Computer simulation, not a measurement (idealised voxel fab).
Presented below is a process module, voxel quadruple lines.
This is section cut - it's 215 nm across, gridded in 5 nm square cells.
A cross-section is a grid of square cells, given in bands from the top down. A band is one or more rows of cells. Read a band's entry like this: the first values are the height of its top and the height of its bottom in nm, and what follows is the sequence of materials from left to right, each with its width in nm. Note that "blank" is empty space, and that a single material marked "edge to edge" reaches across the band from edge to edge. A quick word on heights: they are counted from 0, and under that level the wafer as it came to us is one material throughout. The lowest band is different from the rest in having no bottom; it simply continues downward, written as in "0 down". Read "30->40" as a graded width: first number on top, second number at the bottom, same change between each pair of neighbouring rows. "no alteration" means the step left every cell of the cross-section as it was. Listed in "Tabulated closed voids": every empty space of 8 or more cells without an open way to the top. Form: width x height at distance, the distance being from the left edge, all in nm. On each step's line, the part that comes after the settings is the simulator's own comment on the step. The "overlay nm" setting may appear on a step's line; for a step that uses a mask, it gives how far to the right of its planned position the mask lay, and a negative value indicates the left. Reading key. Pairs: pre-step and post-step cross-section, one process step apart; post-step view only to lowest changed band. Step between + settings: beneath pair. Runs: pairs may be from different runs of this module, same starting wafer. Continuation from pair above: only where "Prior to processing" entry says.
## Prior to processing
- 0 down | Si edge to edge
- Tabulated closed voids: none
## Post-Step Geometry
- 10 to 0 | SiO2 edge to edge
- Below 0, no change.
- Tabulated closed voids: none
The before and after cross-sections above are linked by op CONFORMAL_DEP | material SiO2 | thk nm 10
Prior to processing: The initial state for this step is given by the after cross-section of the immediately preceding pair.
## Post-Step Geometry
- 25 to 10 | Ru edge to edge
- Below 10, no change.
- Tabulated closed voids: none
The before and after cross-sections above are linked by op DIRECTIONAL_DEP | material Ru | thk nm 15
Prior to processing: The initial state for this step is given by the after cross-section of the immediately preceding pair.
## Post-Step Geometry
- 40 to 25 | polySi edge to edge
- Below 25, no change.
- Tabulated closed voids: none
The before and after cross-sections above are linked by op DIRECTIONAL_DEP | material polySi | thk nm 15
Prior to processing: The initial state for this step is given by the after cross-section of the immediately preceding pair.
## Post-Step Geometry
- 65 to 40 | aC edge to edge
- Below 40, no change.
- Tabulated closed voids: none
The before and after cross-sections above are linked by op DIRECTIONAL_DEP | material aC | thk nm 25
Prior to processing: The initial state for this step is given by the after cross-section of the immediately preceding pair.
## Post-Step Geometry
- 100 to 65 | blank 65 nm, then resist 20 nm, then blank 40 nm, then resist 20 nm, then blank 70 nm
- Below 65, no change.
- Tabulated closed voids: none
The before and after cross-sections above are linked by op PATTERN | tone cover | mask id MANDREL | material resist | width nm 20 | pitch nm 60 | thk nm 35 | overlay nm 0
Prior to processing: The initial state for this step is given by the after cross-section of the immediately preceding pair.
## Post-Step Geometry
- 75 to 65 | blank 65 nm, then resist 20 nm, then blank 40 nm, then resist 20 nm, then blank 70 nm
- 65 to 40 | blank 65 nm, then aC 20 nm, then blank 40 nm, then aC 20 nm, then blank 70 nm
- Below 40, no change.
- Tabulated closed voids: none
The before and after cross-sections above are linked by op DIRECTIONAL_ETCH | etch materials aC | depth nm 25
Prior to processing: The initial state for this step is given by the after cross-section of the immediately preceding pair.
## Post-Step Geometry
- 65 to 40 | blank 65 nm, then aC 20 nm, then blank 40 nm, then aC 20 nm, then blank 70 nm
- Below 40, no change.
- Tabulated closed voids: none
The before and after cross-sections above are linked by op STRIP | etch materials resist
Prior to processing: The initial state for this step is given by the after cross-section of the immediately preceding pair.
## Post-Step Geometry
- 75 to 65 | blank 55 nm, then SiO2 40 nm, then blank 20 nm, then SiO2 40 nm, then blank 60 nm
- 65 to 50 | blank 55 nm, then SiO2 10 nm, then aC 20 nm, then SiO2 10 nm, then blank 20 nm, then SiO2 10 nm, then aC 20 nm, then SiO2 10 nm, then blank 60 nm
- 50 to 40 | SiO2 65 nm, then aC 20 nm, then SiO2 40 nm, then aC 20 nm, then SiO2 70 nm
- Below 40, no change.
- Tabulated closed voids: none
The before and after cross-sections above are linked by op CONFORMAL_DEP | material SiO2 | thk nm 10
Prior to processing: The initial state for this step is given by the after cross-section of the immediately preceding pair.
## Post-Step Geometry
- 65 to 40 | blank 55 nm, then SiO2 10 nm, then aC 20 nm, then SiO2 10 nm, then blank 20 nm, then SiO2 10 nm, then aC 20 nm, then SiO2 10 nm, then blank 60 nm
- Below 40, no change.
- Tabulated closed voids: none
The before and after cross-sections above are linked by op DIRECTIONAL_ETCH | etch materials SiO2 | depth nm 10
Prior to processing: The initial state for this step is given by the after cross-section of the immediately preceding pair.
## Post-Step Geometry
- 65 to 40 | blank 55 nm, then SiO2 10 nm, then blank 20 nm, then SiO2 10 nm, then blank 20 nm, then SiO2 10 nm, then blank 20 nm, then SiO2 10 nm, then blank 60 nm
- Below 40, no change.
- Tabulated closed voids: none
The before and after cross-sections above are linked by op STRIP | etch materials aC
Prior to processing: The initial state for this step is given by the after cross-section of the immediately preceding pair.
## Post-Step Geometry
- 65 to 40 | blank 55 nm, then SiO2 10 nm, then blank 20 nm, then SiO2 10 nm, then blank 20 nm, then SiO2 10 nm, then blank 20 nm, then SiO2 10 nm, then blank 60 nm
- 40 to 25 | blank 55 nm, then polySi 10 nm, then blank 20 nm, then polySi 10 nm, then blank 20 nm, then polySi 10 nm, then blank 20 nm, then polySi 10 nm, then blank 60 nm
- Below 25, no change.
- Tabulated closed voids: none
The before and after cross-sections above are linked by op DIRECTIONAL_ETCH | etch materials polySi | depth nm 15
Prior to processing: The initial state for this step is given by the after cross-section of the immediately preceding pair.
## Post-Step Geometry
- 40 to 25 | blank 55 nm, then polySi 10 nm, then blank 20 nm, then polySi 10 nm, then blank 20 nm, then polySi 10 nm, then blank 20 nm, then polySi 10 nm, then blank 60 nm
- Below 25, no change.
- Tabulated closed voids: none
The before and after cross-sections above are linked by op STRIP | etch materials SiO2
Prior to processing: The initial state for this step is given by the after cross-section of the immediately preceding pair.
## Post-Step Geometry
- 45 to 40 | blank 50 nm, then SiCN 20 nm, then blank 10 nm, then SiCN 20 nm, then blank 10 nm, then SiCN 20 nm, then blank 10 nm, then SiCN 20 nm, then blank 55 nm
- 40 to 30 | blank 50 nm, then SiCN 5 nm, then polySi 10 nm, then SiCN 5 nm, then blank 10 nm, then SiCN 5 nm, then polySi 10 nm, then SiCN 5 nm, then blank 10 nm, then SiCN 5 nm, then polySi 10 nm, then SiCN 5 nm, then blank 10 nm, then SiCN 5 nm, then polySi 10 nm, then SiCN 5 nm, then blank 55 nm
- 30 to 25 | SiCN 55 nm, then polySi 10 nm, then SiCN 20 nm, then polySi 10 nm, then SiCN 20 nm, then polySi 10 nm, then SiCN 20 nm, then polySi 10 nm, then SiCN 60 nm
- Below 25, no change.
- Tabulated closed voids: none
The before and after cross-sections above are linked by op CONFORMAL_DEP | material SiCN | thk nm 5
Prior to processing: The initial state for this step is given by the after cross-section of the immediately preceding pair.
## Post-Step Geometry
- 40 to 25 | blank 50 nm, then SiCN 5 nm, then polySi 10 nm, then SiCN 5 nm, then blank 10 nm, then SiCN 5 nm, then polySi 10 nm, then SiCN 5 nm, then blank 10 nm, then SiCN 5 nm, then polySi 10 nm, then SiCN 5 nm, then blank 10 nm, then SiCN 5 nm, then polySi 10 nm, then SiCN 5 nm, then blank 55 nm
- Below 25, no change.
- Tabulated closed voids: none
The before and after cross-sections above are linked by op DIRECTIONAL_ETCH | etch materials SiCN | depth nm 5
Prior to processing: The initial state for this step is given by the after cross-section of the immediately preceding pair.
## Post-Step Geometry
- 40 to 25 | blank 50 nm, then SiCN 5 nm, then blank 10 nm, then SiCN 5 nm, then blank 10 nm, then SiCN 5 nm, then blank 10 nm, then SiCN 5 nm, then blank 10 nm, then SiCN 5 nm, then blank 10 nm, then SiCN 5 nm, then blank 10 nm, then SiCN 5 nm, then blank 10 nm, then SiCN 5 nm, then blank 55 nm
- Below 25, no change.
- Tabulated closed voids: none
The before and after cross-sections above are linked by op STRIP | etch materials polySi
Prior to processing: The initial state for this step is given by the after cross-section of the immediately preceding pair.
## Post-Step Geometry
- 40 to 25 | blank 50 nm, then SiCN 5 nm, then blank 10 nm, then SiCN 5 nm, then blank 10 nm, then SiCN 5 nm, then blank 10 nm, then SiCN 5 nm, then blank 10 nm, then SiCN 5 nm, then blank 10 nm, then SiCN 5 nm, then blank 10 nm, then SiCN 5 nm, then blank 10 nm, then SiCN 5 nm, then blank 55 nm
- 25 to 10 | blank 50 nm, then Ru 5 nm, then blank 10 nm, then Ru 5 nm, then blank 10 nm, then Ru 5 nm, then blank 10 nm, then Ru 5 nm, then blank 10 nm, then Ru 5 nm, then blank 10 nm, then Ru 5 nm, then blank 10 nm, then Ru 5 nm, then blank 10 nm, then Ru 5 nm, then blank 55 nm
- Below 10, no change.
- Tabulated closed voids: none
The before and after cross-sections above are linked by op DIRECTIONAL_ETCH | etch materials Ru | depth nm 15
Prior to processing: The initial state for this step is given by the after cross-section of the immediately preceding pair.
## Post-Step Geometry
- 25 to 10 | blank 50 nm, then Ru 5 nm, then blank 10 nm, then Ru 5 nm, then blank 10 nm, then Ru 5 nm, then blank 10 nm, then Ru 5 nm, then blank 10 nm, then Ru 5 nm, then blank 10 nm, then Ru 5 nm, then blank 10 nm, then Ru 5 nm, then blank 10 nm, then Ru 5 nm, then blank 55 nm
- Below 10, no change.
- Tabulated closed voids: none
The before and after cross-sections above are linked by op STRIP | etch materials SiCN
Prior to processing: The initial state for this step is given by the after cross-section of the immediately preceding pair.
## Post-Step Geometry
- 35 to 25 | lowk edge to edge
- 25 to 10 | lowk 50 nm, then Ru 5 nm, then lowk 10 nm, then Ru 5 nm, then lowk 10 nm, then Ru 5 nm, then lowk 10 nm, then Ru 5 nm, then lowk 10 nm, then Ru 5 nm, then lowk 10 nm, then Ru 5 nm, then lowk 10 nm, then Ru 5 nm, then lowk 10 nm, then Ru 5 nm, then lowk 55 nm
- Below 10, no change.
- Tabulated closed voids: none
The before and after cross-sections above are linked by op FILL_DEP | material lowk | thk nm 10
Prior to processing: The initial state for this step is given by the after cross-section of the immediately preceding pair.
## Post-Step Geometry
- 25 to 10 | lowk 50 nm, then Ru 5 nm, then lowk 10 nm, then Ru 5 nm, then lowk 10 nm, then Ru 5 nm, then lowk 10 nm, then Ru 5 nm, then lowk 10 nm, then Ru 5 nm, then lowk 10 nm, then Ru 5 nm, then lowk 10 nm, then Ru 5 nm, then lowk 10 nm, then Ru 5 nm, then lowk 55 nm
- Below 10, no change.
- Tabulated closed voids: none
The before and after cross-sections above are linked by op CMP | height nm 25
## Prior to processing
- 0 down | Si edge to edge
- Tabulated closed voids: none
## Post-Step Geometry
- 15 to 0 | Ru edge to edge
- Below 0, no change.
- Tabulated closed voids: none
The before and after cross-sections above are linked by op DIRECTIONAL_DEP | material Ru | thk nm 15
Prior to processing: The initial state for this step is given by the after cross-section of the immediately preceding pair.
## Post-Step Geometry
- 30 to 15 | polySi edge to edge
- Below 15, no change.
- Tabulated closed voids: none
The before and after cross-sections above are linked by op DIRECTIONAL_DEP | material polySi | thk nm 15
Prior to processing: The initial state for this step is given by the after cross-section of the immediately preceding pair.
## Post-Step Geometry
- 55 to 30 | aC edge to edge
- Below 30, no change.
- Tabulated closed voids: none
The before and after cross-sections above are linked by op DIRECTIONAL_DEP | material aC | thk nm 25
Prior to processing: The initial state for this step is given by the after cross-section of the immediately preceding pair.
## Post-Step Geometry
- 90 to 55 | blank 65 nm, then resist 20 nm, then blank 40 nm, then resist 20 nm, then blank 70 nm
- Below 55, no change.
- Tabulated closed voids: none
The before and after cross-sections above are linked by op PATTERN | tone cover | mask id MANDREL | material resist | width nm 20 | pitch nm 60 | thk nm 35 | overlay nm 0
Prior to processing: The initial state for this step is given by the after cross-section of the immediately preceding pair.
## Post-Step Geometry
- 65 to 55 | blank 65 nm, then resist 20 nm, then blank 40 nm, then resist 20 nm, then blank 70 nm
- 55 to 30 | blank 65 nm, then aC 20 nm, then blank 40 nm, then aC 20 nm, then blank 70 nm
- Below 30, no change.
- Tabulated closed voids: none
The before and after cross-sections above are linked by op DIRECTIONAL_ETCH | etch materials aC | depth nm 25
Prior to processing: The initial state for this step is given by the after cross-section of the immediately preceding pair.
## Post-Step Geometry
- 55 to 30 | blank 65 nm, then aC 20 nm, then blank 40 nm, then aC 20 nm, then blank 70 nm
- Below 30, no change.
- Tabulated closed voids: none
The before and after cross-sections above are linked by op STRIP | etch materials resist
Prior to processing: The initial state for this step is given by the after cross-section of the immediately preceding pair.
## Post-Step Geometry
- 65 to 55 | blank 55 nm, then SiO2 40 nm, then blank 20 nm, then SiO2 40 nm, then blank 60 nm
- 55 to 40 | blank 55 nm, then SiO2 10 nm, then aC 20 nm, then SiO2 10 nm, then blank 20 nm, then SiO2 10 nm, then aC 20 nm, then SiO2 10 nm, then blank 60 nm
- 40 to 30 | SiO2 65 nm, then aC 20 nm, then SiO2 40 nm, then aC 20 nm, then SiO2 70 nm
- Below 30, no change.
- Tabulated closed voids: none
The before and after cross-sections above are linked by op CONFORMAL_DEP | material SiO2 | thk nm 10
Prior to processing: The initial state for this step is given by the after cross-section of the immediately preceding pair.
## Post-Step Geometry
- 55 to 30 | blank 55 nm, then SiO2 10 nm, then aC 20 nm, then SiO2 10 nm, then blank 20 nm, then SiO2 10 nm, then aC 20 nm, then SiO2 10 nm, then blank 60 nm
- Below 30, no change.
- Tabulated closed voids: none
The before and after cross-sections above are linked by op DIRECTIONAL_ETCH | etch materials SiO2 | depth nm 10
Prior to processing: The initial state for this step is given by the after cross-section of the immediately preceding pair.
## Post-Step Geometry
- 55 to 30 | blank 55 nm, then SiO2 10 nm, then blank 20 nm, then SiO2 10 nm, then blank 20 nm, then SiO2 10 nm, then blank 20 nm, then SiO2 10 nm, then blank 60 nm
- Below 30, no change.
- Tabulated closed voids: none
The before and after cross-sections above are linked by op STRIP | etch materials aC
Prior to processing: The initial state for this step is given by the after cross-section of the immediately preceding pair.
## Post-Step Geometry
- 55 to 30 | blank 55 nm, then SiO2 10 nm, then blank 20 nm, then SiO2 10 nm, then blank 20 nm, then SiO2 10 nm, then blank 20 nm, then SiO2 10 nm, then blank 60 nm
- 30 to 15 | blank 55 nm, then polySi 10 nm, then blank 20 nm, then polySi 10 nm, then blank 20 nm, then polySi 10 nm, then blank 20 nm, then polySi 10 nm, then blank 60 nm
- Below 15, no change.
- Tabulated closed voids: none
The before and after cross-sections above are linked by op DIRECTIONAL_ETCH | etch materials polySi | depth nm 15
Prior to processing: The initial state for this step is given by the after cross-section of the immediately preceding pair.
## Post-Step Geometry
- 30 to 15 | blank 55 nm, then polySi 10 nm, then blank 20 nm, then polySi 10 nm, then blank 20 nm, then polySi 10 nm, then blank 20 nm, then polySi 10 nm, then blank 60 nm
- Below 15, no change.
- Tabulated closed voids: none
The before and after cross-sections above are linked by op STRIP | etch materials SiO2
Prior to processing: The initial state for this step is given by the after cross-section of the immediately preceding pair.
## Post-Step Geometry
- 35 to 30 | blank 50 nm, then SiCN 20 nm, then blank 10 nm, then SiCN 20 nm, then blank 10 nm, then SiCN 20 nm, then blank 10 nm, then SiCN 20 nm, then blank 55 nm
- 30 to 20 | blank 50 nm, then SiCN 5 nm, then polySi 10 nm, then SiCN 5 nm, then blank 10 nm, then SiCN 5 nm, then polySi 10 nm, then SiCN 5 nm, then blank 10 nm, then SiCN 5 nm, then polySi 10 nm, then SiCN 5 nm, then blank 10 nm, then SiCN 5 nm, then polySi 10 nm, then SiCN 5 nm, then blank 55 nm
- 20 to 15 | SiCN 55 nm, then polySi 10 nm, then SiCN 20 nm, then polySi 10 nm, then SiCN 20 nm, then polySi 10 nm, then SiCN 20 nm, then polySi 10 nm, then SiCN 60 nm
- Below 15, no change.
- Tabulated closed voids: none
The before and after cross-sections above are linked by op CONFORMAL_DEP | material SiCN | thk nm 5
Prior to processing: The initial state for this step is given by the after cross-section of the immediately preceding pair.
## Post-Step Geometry
- 30 to 15 | blank 50 nm, then SiCN 5 nm, then polySi 10 nm, then SiCN 5 nm, then blank 10 nm, then SiCN 5 nm, then polySi 10 nm, then SiCN 5 nm, then blank 10 nm, then SiCN 5 nm, then polySi 10 nm, then SiCN 5 nm, then blank 10 nm, then SiCN 5 nm, then polySi 10 nm, then SiCN 5 nm, then blank 55 nm
- Below 15, no change.
- Tabulated closed voids: none
The before and after cross-sections above are linked by op DIRECTIONAL_ETCH | etch materials SiCN | depth nm 5
Prior to processing: The initial state for this step is given by the after cross-section of the immediately preceding pair.
## Post-Step Geometry
- 30 to 15 | blank 50 nm, then SiCN 5 nm, then blank 10 nm, then SiCN 5 nm, then blank 10 nm, then SiCN 5 nm, then blank 10 nm, then SiCN 5 nm, then blank 10 nm, then SiCN 5 nm, then blank 10 nm, then SiCN 5 nm, then blank 10 nm, then SiCN 5 nm, then blank 10 nm, then SiCN 5 nm, then blank 55 nm
- Below 15, no change.
- Tabulated closed voids: none
The before and after cross-sections above are linked by op STRIP | etch materials polySi
Prior to processing: The initial state for this step is given by the after cross-section of the immediately preceding pair.
## Post-Step Geometry
- 30 to 15 | blank 50 nm, then SiCN 5 nm, then blank 10 nm, then SiCN 5 nm, then blank 10 nm, then SiCN 5 nm, then blank 10 nm, then SiCN 5 nm, then blank 10 nm, then SiCN 5 nm, then blank 10 nm, then SiCN 5 nm, then blank 10 nm, then SiCN 5 nm, then blank 10 nm, then SiCN 5 nm, then blank 55 nm
- 15 to 0 | blank 50 nm, then Ru 5 nm, then blank 10 nm, then Ru 5 nm, then blank 10 nm, then Ru 5 nm, then blank 10 nm, then Ru 5 nm, then blank 10 nm, then Ru 5 nm, then blank 10 nm, then Ru 5 nm, then blank 10 nm, then Ru 5 nm, then blank 10 nm, then Ru 5 nm, then blank 55 nm
- Below 0, no change.
- Tabulated closed voids: none
The before and after cross-sections above are linked by op DIRECTIONAL_ETCH | etch materials Ru | depth nm 15
Prior to processing: The initial state for this step is given by the after cross-section of the immediately preceding pair.
## Post-Step Geometry
- 15 to 0 | blank 50 nm, then Ru 5 nm, then blank 10 nm, then Ru 5 nm, then blank 10 nm, then Ru 5 nm, then blank 10 nm, then Ru 5 nm, then blank 10 nm, then Ru 5 nm, then blank 10 nm, then Ru 5 nm, then blank 10 nm, then Ru 5 nm, then blank 10 nm, then Ru 5 nm, then blank 55 nm
- Below 0, no change.
- Tabulated closed voids: none
The before and after cross-sections above are linked by op STRIP | etch materials SiCN
Prior to processing: The initial state for this step is given by the after cross-section of the immediately preceding pair.
## Post-Step Geometry
- 25 to 15 | lowk edge to edge
- 15 to 0 | lowk 50 nm, then Ru 5 nm, then lowk 10 nm, then Ru 5 nm, then lowk 10 nm, then Ru 5 nm, then lowk 10 nm, then Ru 5 nm, then lowk 10 nm, then Ru 5 nm, then lowk 10 nm, then Ru 5 nm, then lowk 10 nm, then Ru 5 nm, then lowk 10 nm, then Ru 5 nm, then lowk 55 nm
- Below 0, no change.
- Tabulated closed voids: none
The before and after cross-sections above are linked by op FILL_DEP | material lowk | thk nm 10
## Prior to processing
- 10 to 0 | SiO2 edge to edge
- 0 down | Si edge to edge
- Tabulated closed voids: none
## Post-Step Geometry
- 25 to 10 | polySi edge to edge
- Below 10, no change.
- Tabulated closed voids: none
The before and after cross-sections above are linked by op DIRECTIONAL_DEP | material polySi | thk nm 15
Prior to processing: The initial state for this step is given by the after cross-section of the immediately preceding pair.
## Post-Step Geometry
- 40 to 25 | Ru edge to edge
- Below 25, no change.
- Tabulated closed voids: none
The before and after cross-sections above are linked by op DIRECTIONAL_DEP | material Ru | thk nm 15
Prior to processing: The initial state for this step is given by the after cross-section of the immediately preceding pair.
## Post-Step Geometry
- 65 to 40 | aC edge to edge
- Below 40, no change.
- Tabulated closed voids: none
The before and after cross-sections above are linked by op DIRECTIONAL_DEP | material aC | thk nm 25
Prior to processing: The initial state for this step is given by the after cross-section of the immediately preceding pair.
## Post-Step Geometry
- 100 to 65 | blank 65 nm, then resist 20 nm, then blank 40 nm, then resist 20 nm, then blank 70 nm
- Below 65, no change.
- Tabulated closed voids: none
The before and after cross-sections above are linked by op PATTERN | tone cover | mask id MANDREL | material resist | width nm 20 | pitch nm 60 | thk nm 35 | overlay nm 0
Prior to processing: The initial state for this step is given by the after cross-section of the immediately preceding pair.
## Post-Step Geometry
- 75 to 65 | blank 65 nm, then resist 20 nm, then blank 40 nm, then resist 20 nm, then blank 70 nm
- 65 to 40 | blank 65 nm, then aC 20 nm, then blank 40 nm, then aC 20 nm, then blank 70 nm
- Below 40, no change.
- Tabulated closed voids: none
The before and after cross-sections above are linked by op DIRECTIONAL_ETCH | etch materials aC | depth nm 25
Prior to processing: The initial state for this step is given by the after cross-section of the immediately preceding pair.
## Post-Step Geometry
- 65 to 40 | blank 65 nm, then aC 20 nm, then blank 40 nm, then aC 20 nm, then blank 70 nm
- Below 40, no change.
- Tabulated closed voids: none
The before and after cross-sections above are linked by op STRIP | etch materials resist
Prior to processing: The initial state for this step is given by the after cross-section of the immediately preceding pair.
## Post-Step Geometry
- 75 to 65 | blank 55 nm, then SiO2 40 nm, then blank 20 nm, then SiO2 40 nm, then blank 60 nm
- 65 to 50 | blank 55 nm, then SiO2 10 nm, then aC 20 nm, then SiO2 10 nm, then blank 20 nm, then SiO2 10 nm, then aC 20 nm, then SiO2 10 nm, then blank 60 nm
- 50 to 40 | SiO2 65 nm, then aC 20 nm, then SiO2 40 nm, then aC 20 nm, then SiO2 70 nm
- Below 40, no change.
- Tabulated closed voids: none
The before and after cross-sections above are linked by op CONFORMAL_DEP | material SiO2 | thk nm 10
Prior to processing: The initial state for this step is given by the after cross-section of the immediately preceding pair.
## Post-Step Geometry
- 65 to 40 | blank 55 nm, then SiO2 10 nm, then aC 20 nm, then SiO2 10 nm, then blank 20 nm, then SiO2 10 nm, then aC 20 nm, then SiO2 10 nm, then blank 60 nm
- Below 40, no change.
- Tabulated closed voids: none
The before and after cross-sections above are linked by op DIRECTIONAL_ETCH | etch materials SiO2 | depth nm 10
Prior to processing: The initial state for this step is given by the after cross-section of the immediately preceding pair.
## Post-Step Geometry
- 65 to 40 | blank 55 nm, then SiO2 10 nm, then blank 20 nm, then SiO2 10 nm, then blank 20 nm, then SiO2 10 nm, then blank 20 nm, then SiO2 10 nm, then blank 60 nm
- Below 40, no change.
- Tabulated closed voids: none
The before and after cross-sections above are linked by op STRIP | etch materials aC
Prior to processing: The initial state for this step is given by the after cross-section of the immediately preceding pair.
## Post-Step Geometry
- 40 to 25 | Ru edge to edge
- Below 25, no change.
- Tabulated closed voids: none
The before and after cross-sections above are linked by op STRIP | etch materials SiO2
Prior to processing: The initial state for this step is given by the after cross-section of the immediately preceding pair.
## Post-Step Geometry
- 45 to 40 | SiCN edge to edge
- Below 40, no change.
- Tabulated closed voids: none
The before and after cross-sections above are linked by op CONFORMAL_DEP | material SiCN | thk nm 5
Prior to processing: The initial state for this step is given by the after cross-section of the immediately preceding pair.
## Post-Step Geometry
- 40 to 25 | Ru edge to edge
- Below 25, no change.
- Tabulated closed voids: none
The before and after cross-sections above are linked by op DIRECTIONAL_ETCH | etch materials SiCN | depth nm 5
Prior to processing: The initial state for this step is given by the after cross-section of the immediately preceding pair.
## Post-Step Geometry
- 25 to 10 | polySi edge to edge
- Below 10, no change.
- Tabulated closed voids: none
The before and after cross-sections above are linked by op DIRECTIONAL_ETCH | etch materials Ru | depth nm 15
Prior to processing: The initial state for this step is given by the after cross-section of the immediately preceding pair.
## Post-Step Geometry
- 35 to 25 | lowk edge to edge
- Below 25, no change.
- Tabulated closed voids: none
The before and after cross-sections above are linked by op FILL_DEP | material lowk | thk nm 10
Prior to processing: The initial state for this step is given by the after cross-section of the immediately preceding pair.
## Post-Step Geometry
- 25 to 10 | polySi edge to edge
- Below 10, no change.
- Tabulated closed voids: none
The before and after cross-sections above are linked by op CMP | height nm 25
## Prior to processing
- 35 to 25 | lowk edge to edge
- 25 to 10 | lowk 50 nm, then Ru 5 nm, then lowk 10 nm, then Ru 5 nm, then lowk 10 nm, then Ru 5 nm, then lowk 10 nm, then Ru 5 nm, then lowk 10 nm, then Ru 5 nm, then lowk 10 nm, then Ru 5 nm, then lowk 10 nm, then Ru 5 nm, then lowk 10 nm, then Ru 5 nm, then lowk 55 nm
- 10 to 0 | SiO2 edge to edge
- 0 down | Si edge to edge
- Tabulated closed voids: none
## Post-Step Geometry
- 15 to 10 | lowk 50 nm, then Ru 5 nm, then lowk 10 nm, then Ru 5 nm, then lowk 10 nm, then Ru 5 nm, then lowk 10 nm, then Ru 5 nm, then lowk 10 nm, then Ru 5 nm, then lowk 10 nm, then Ru 5 nm, then lowk 10 nm, then Ru 5 nm, then lowk 10 nm, then Ru 5 nm, then lowk 55 nm
- Below 10, no change.
- Tabulated closed voids: none
The before and after cross-sections above are linked by op CMP | height nm 15
## Prior to processing
- 65 to 40 | aC edge to edge
- 40 to 25 | polySi edge to edge
- 25 to 10 | Ru edge to edge
- 10 to 0 | SiO2 edge to edge
- 0 down | Si edge to edge
- Tabulated closed voids: none
## Post-Step Geometry
- 100 to 65 | blank 65 nm, then resist 25 nm, then blank 35 nm, then resist 25 nm, then blank 65 nm
- Below 65, no change.
- Tabulated closed voids: none
The before and after cross-sections above are linked by op PATTERN | tone cover | mask id MANDREL | material resist | width nm 25 | pitch nm 60 | thk nm 35 | overlay nm 0
Prior to processing: The initial state for this step is given by the after cross-section of the immediately preceding pair.
## Post-Step Geometry
- 75 to 65 | blank 65 nm, then resist 25 nm, then blank 35 nm, then resist 25 nm, then blank 65 nm
- 65 to 40 | blank 65 nm, then aC 25 nm, then blank 35 nm, then aC 25 nm, then blank 65 nm
- Below 40, no change.
- Tabulated closed voids: none
The before and after cross-sections above are linked by op DIRECTIONAL_ETCH | etch materials aC | depth nm 25
Prior to processing: The initial state for this step is given by the after cross-section of the immediately preceding pair.
## Post-Step Geometry
- 65 to 40 | blank 65 nm, then aC 25 nm, then blank 35 nm, then aC 25 nm, then blank 65 nm
- Below 40, no change.
- Tabulated closed voids: none
The before and after cross-sections above are linked by op STRIP | etch materials resist
Prior to processing: The initial state for this step is given by the after cross-section of the immediately preceding pair.
## Post-Step Geometry
- 75 to 65 | blank 55 nm, then SiO2 45 nm, then blank 15 nm, then SiO2 45 nm, then blank 55 nm
- 65 to 50 | blank 55 nm, then SiO2 10 nm, then aC 25 nm, then SiO2 10 nm, then blank 15 nm, then SiO2 10 nm, then aC 25 nm, then SiO2 10 nm, then blank 55 nm
- 50 to 40 | SiO2 65 nm, then aC 25 nm, then SiO2 35 nm, then aC 25 nm, then SiO2 65 nm
- Below 40, no change.
- Tabulated closed voids: none
The before and after cross-sections above are linked by op CONFORMAL_DEP | material SiO2 | thk nm 10
Prior to processing: The initial state for this step is given by the after cross-section of the immediately preceding pair.
## Post-Step Geometry
- 65 to 40 | blank 55 nm, then SiO2 10 nm, then aC 25 nm, then SiO2 10 nm, then blank 15 nm, then SiO2 10 nm, then aC 25 nm, then SiO2 10 nm, then blank 55 nm
- Below 40, no change.
- Tabulated closed voids: none
The before and after cross-sections above are linked by op DIRECTIONAL_ETCH | etch materials SiO2 | depth nm 10
Prior to processing: The initial state for this step is given by the after cross-section of the immediately preceding pair.
## Post-Step Geometry
- 65 to 40 | blank 55 nm, then SiO2 10 nm, then blank 25 nm, then SiO2 10 nm, then blank 15 nm, then SiO2 10 nm, then blank 25 nm, then SiO2 10 nm, then blank 55 nm
- Below 40, no change.
- Tabulated closed voids: none
The before and after cross-sections above are linked by op STRIP | etch materials aC
Prior to processing: The initial state for this step is given by the after cross-section of the immediately preceding pair.
## Post-Step Geometry
- 65 to 40 | blank 55 nm, then SiO2 10 nm, then blank 25 nm, then SiO2 10 nm, then blank 15 nm, then SiO2 10 nm, then blank 25 nm, then SiO2 10 nm, then blank 55 nm
- 40 to 25 | blank 55 nm, then polySi 10 nm, then blank 25 nm, then polySi 10 nm, then blank 15 nm, then polySi 10 nm, then blank 25 nm, then polySi 10 nm, then blank 55 nm
- Below 25, no change.
- Tabulated closed voids: none
The before and after cross-sections above are linked by op DIRECTIONAL_ETCH | etch materials polySi | depth nm 15
Prior to processing: The initial state for this step is given by the after cross-section of the immediately preceding pair.
## Post-Step Geometry
- 40 to 25 | blank 55 nm, then polySi 10 nm, then blank 25 nm, then polySi 10 nm, then blank 15 nm, then polySi 10 nm, then blank 25 nm, then polySi 10 nm, then blank 55 nm
- Below 25, no change.
- Tabulated closed voids: none
The before and after cross-sections above are linked by op STRIP | etch materials SiO2
Prior to processing: The initial state for this step is given by the after cross-section of the immediately preceding pair.
## Post-Step Geometry
- 45 to 40 | blank 50 nm, then SiCN 20 nm, then blank 15 nm, then SiCN 20 nm, then blank 5 nm, then SiCN 20 nm, then blank 15 nm, then SiCN 20 nm, then blank 50 nm
- 40 to 30 | blank 50 nm, then SiCN 5 nm, then polySi 10 nm, then SiCN 5 nm, then blank 15 nm, then SiCN 5 nm, then polySi 10 nm, then SiCN 5 nm, then blank 5 nm, then SiCN 5 nm, then polySi 10 nm, then SiCN 5 nm, then blank 15 nm, then SiCN 5 nm, then polySi 10 nm, then SiCN 5 nm, then blank 50 nm
- 30 to 25 | SiCN 55 nm, then polySi 10 nm, then SiCN 25 nm, then polySi 10 nm, then SiCN 15 nm, then polySi 10 nm, then SiCN 25 nm, then polySi 10 nm, then SiCN 55 nm
- Below 25, no change.
- Tabulated closed voids: none
The before and after cross-sections above are linked by op CONFORMAL_DEP | material SiCN | thk nm 5
Prior to processing: The initial state for this step is given by the after cross-section of the immediately preceding pair.
## Post-Step Geometry
- 40 to 25 | blank 50 nm, then SiCN 5 nm, then polySi 10 nm, then SiCN 5 nm, then blank 15 nm, then SiCN 5 nm, then polySi 10 nm, then SiCN 5 nm, then blank 5 nm, then SiCN 5 nm, then polySi 10 nm, then SiCN 5 nm, then blank 15 nm, then SiCN 5 nm, then polySi 10 nm, then SiCN 5 nm, then blank 50 nm
- Below 25, no change.
- Tabulated closed voids: none
The before and after cross-sections above are linked by op DIRECTIONAL_ETCH | etch materials SiCN | depth nm 5
